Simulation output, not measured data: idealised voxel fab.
The process module that follows is named voxel transistor to metal.
170 nm wide, 5 nm square cells: that's cross-section cut.
Just so we're on the same page, the cross-sections are grids of square cells, and they're listed out in bands top to bottom, each band one or more rows deep. Heights first: top, then bottom, in nm. Then materials, left to right, each with a width in nm. "throughout" on a single material: fills the band edge to edge. "air": empty space. Height datum 0, below which the as-received substrate wafer is one material. Lowest band open at the bottom, running downward: "0 and below". Read "30..40" as a graded width: first number on top, second number at the bottom, same change between each pair of neighbouring rows. Key: "remains unaltered" - step with no changed cell in the cross-section. The entry "Catalogued sealed voids" lists the empty spaces that cover at least 8 cells and have no open path to the top. Each is written as width x height at distance, where the distance is measured from the left edge and all three values are in nm. Post-settings text on a step line: simulator's own remark regarding the step. overlay nm: how far to the right of its planned place the mask lay on this masked step (negative: to the left).
The process steps that were planned are listed below:
1,op RECEIVE | material Si
2,op CONFORMAL_DEP | material SiO2 | thk nm 5
3,op CONFORMAL_DEP | material SiN | thk nm 15
4,op MASKED_ETCH | tone cover | mask id ACTIVE | width nm 125 | etch materials SiN | depth nm 15 | overlay nm 0
5,op MASKED_ETCH | tone cover | mask id ACTIVE | width nm 115 | etch materials SiO2 | depth nm 5 | overlay nm 0
6,op MASKED_ETCH | tone cover | mask id ACTIVE | width nm 125 | etch materials Si | depth nm 35 | overlay nm 0
7,op FILL_DEP | material SiO2 | thk nm 10
8,op CMP | height nm 20
9,op SELECTIVE_ETCH | etch materials SiO2 | depth nm 10
10,op STRIP | etch materials SiN
11,op SELECTIVE_ETCH | etch materials SiO2 | depth nm 5
12,op OXIDIZE | depth nm 5
13,op DIRECTIONAL_DEP | material polySi | thk nm 20
14,op DIRECTIONAL_DEP | material SiCN | thk nm 10
15,op PATTERN | tone cover | mask id GATE | material resist | width nm 25 | thk nm 20 | overlay nm 0
16,op DIRECTIONAL_ETCH | etch materials SiCN | depth nm 20
17,op DIRECTIONAL_ETCH | etch materials polySi | depth nm 30
18,op STRIP | etch materials resist
19,op CONFORMAL_DEP | material SiO2 | thk nm 5
20,op DIRECTIONAL_ETCH | etch materials SiO2 | depth nm 5
21,op CONFORMAL_DEP | material SiN | thk nm 10
22,op DIRECTIONAL_ETCH | etch materials SiN | depth nm 10
23,op DIRECTIONAL_ETCH | etch materials SiO2 | depth nm 5
24,op DIRECTIONAL_ETCH | etch materials Si | depth nm 10
25,op EPI | material pSi | thk nm 15
26,op FILL_DEP | material SiO2 | thk nm 5
27,op CMP | height nm 30
28,op DIRECTIONAL_DEP | material SiO2 | thk nm 10
29,op MASKED_ETCH | tone open | mask id CONTACT | width nm 35 | pitch nm 70 | etch materials SiO2 | depth nm 30 | overlay nm 0
30,op CONFORMAL_DEP | material TiN | thk nm 5
31,op FILL_DEP | material W | thk nm 5
32,op CMP | height nm 40
33,op CONFORMAL_DEP | material SiCN | thk nm 5
34,op DIRECTIONAL_DEP | material SiO2 | thk nm 20
35,op DIRECTIONAL_DEP | material aC | thk nm 10
36,op PATTERN | tone open | mask id METAL_1 | material resist | width nm 20 | pitch nm 85 | thk nm 25 | overlay nm 0
37,op DIRECTIONAL_ETCH | etch materials aC | depth nm 10
38,op STRIP | etch materials resist
39,op DIRECTIONAL_ETCH | etch materials SiO2 | depth nm 20
40,op DIRECTIONAL_ETCH | etch materials SiCN | depth nm 5
41,op STRIP | etch materials aC
42,op CONFORMAL_DEP | material TiN | thk nm 5
43,op FILL_DEP | material Cu | thk nm 10
44,op CMP | height nm 65
45,op CONFORMAL_DEP | material SiCN | thk nm 5
Variable across wafers: step 5 width nm (plan value is that of the first wafer; starting state common to all).
Cross-section of the first of several received wafers, showing its state after step 1:
    0 and below  Si throughout
    Catalogued sealed voids: none
Cross-sectional representation of the first of several wafers at the end of the module, i.e. after its terminal step, step 45:
    70 down to 65  SiCN throughout
    65 down to 45  SiO2 (30), TiN (5), Cu (10), TiN (5), SiO2 (65), TiN (5), Cu (10), TiN (5), SiO2 (35)
    45 down to 40  SiCN (30), TiN (20), SiCN (65), TiN (20), SiCN (35)
    40 down to 30  SiO2 (30), TiN (5), W (25..15), TiN (5..15), SiO2 (35), TiN (5..15), W (25..15), TiN (5), SiO2 (35)
    30 down to 20  SiO2 (30), TiN (5), W (15), TiN (5), SiN (10), SiO2 (5), SiCN (25), SiO2 (5), SiN (10), TiN (5), W (15), TiN (5), SiO2 (35)
    20 down to 15  SiO2 (30), TiN (5), W (15), TiN (5), SiN (10), SiO2 (5), polySi (25), SiO2 (5), SiN (10), TiN (5), W (15), TiN (5), SiO2 (35)
    15 down to 10  SiO2 (30), TiN (25), SiN (10), SiO2 (5), polySi (25), SiO2 (5), SiN (10), TiN (25), SiO2 (35)
    10 down to 5  SiO2 (25), pSi (30), SiN (10), SiO2 (5), polySi (25), SiO2 (5), SiN (10), pSi (30), SiO2 (30)
    5 down to 0  SiO2 (20), SiN (10), pSi (25), SiN (10), SiO2 (5), polySi (25), SiO2 (5), SiN (10), pSi (25), SiN (10), SiO2 (25)
    0 down to -5  SiO2 (30), pSi (25), SiO2 (55), pSi (25), SiO2 (35)
    -5 down to -15  SiO2 (20), Si (10), pSi (25), Si (55), pSi (25), Si (10), SiO2 (25)
    -15 down to -35  SiO2 (20), Si (125), SiO2 (25)
    -35 and below  Si throughout
    Catalogued sealed voids: none
Sectional view of the last wafer upon completion of the module:
    70 down to 65  SiCN throughout
    65 down to 45  SiO2 (30), TiN (5), Cu (10), TiN (5), SiO2 (65), TiN (5), Cu (10), TiN (5), SiO2 (35)
    45 down to 40  SiCN (30), TiN (20), SiCN (65), TiN (20), SiCN (35)
    40 down to 30  SiO2 (30), TiN (5), W (25..15), TiN (5..15), SiO2 (35), TiN (5..15), W (25..15), TiN (5), SiO2 (35)
    30 down to 20  SiO2 (30), TiN (5), W (15), TiN (5), SiN (10), SiO2 (5), SiCN (25), SiO2 (5), SiN (10), TiN (5), W (15), TiN (5), SiO2 (35)
    20 down to 15  SiO2 (30), TiN (5), W (15), TiN (5), SiN (10), SiO2 (5), polySi (25), SiO2 (5), SiN (10), TiN (5), W (15), TiN (5), SiO2 (35)
    15 down to 10  SiO2 (30), TiN (25), SiN (10), SiO2 (5), polySi (25), SiO2 (5), SiN (10), TiN (25), SiO2 (35)
    10 down to 5  SiO2 (25), pSi (30), SiN (10), SiO2 (5), polySi (25), SiO2 (5), SiN (10), pSi (30), SiO2 (30)
    5 down to 0  SiO2 (20), SiN (10), pSi (25), SiN (10), SiO2 (5), polySi (25), SiO2 (5), SiN (10), pSi (25), SiN (10), SiO2 (25)
    0 down to -5  SiO2 (30), pSi (25), SiO2 (55), pSi (25), SiO2 (35)
    -5 down to -15  SiO2 (15), Si (15), pSi (25), Si (55), pSi (25), Si (20), SiO2 (15)
    -15 down to -35  SiO2 (15), Si (140), SiO2 (15)
    -35 and below  Si throughout
    Catalogued sealed voids: none
Quick key for the table: a row per wafer, taken at the end of the module. For each material it tells you how many cells the wafer gained (+) or lost (-) since it came in, and the closed voids come after:
width nm 115 | +16 Cu | -108 Si | +70 SiCN | +28 SiN | +306 SiO2 | +58 TiN | +34 W | +52 pSi | +20 polySi | Catalogued sealed voids: none
width nm 120 | +16 Cu | -108 Si | +70 SiCN | +28 SiN | +306 SiO2 | +58 TiN | +34 W | +52 pSi | +20 polySi | Catalogued sealed voids: none
width nm 125 | +16 Cu | -108 Si | +70 SiCN | +28 SiN | +306 SiO2 | +58 TiN | +34 W | +52 pSi | +20 polySi | Catalogued sealed voids: none
width nm 130 | +16 Cu | -102 Si | +70 SiCN | +28 SiN | +300 SiO2 | +58 TiN | +34 W | +52 pSi | +20 polySi | Catalogued sealed voids: none
width nm 135 | +16 Cu | -96 Si | +70 SiCN | +28 SiN | +294 SiO2 | +58 TiN | +34 W | +52 pSi | +20 polySi | Catalogued sealed voids: none
width nm 140 | +16 Cu | -90 Si | +70 SiCN | +28 SiN | +288 SiO2 | +58 TiN | +34 W | +52 pSi | +20 polySi | Catalogued sealed voids: none
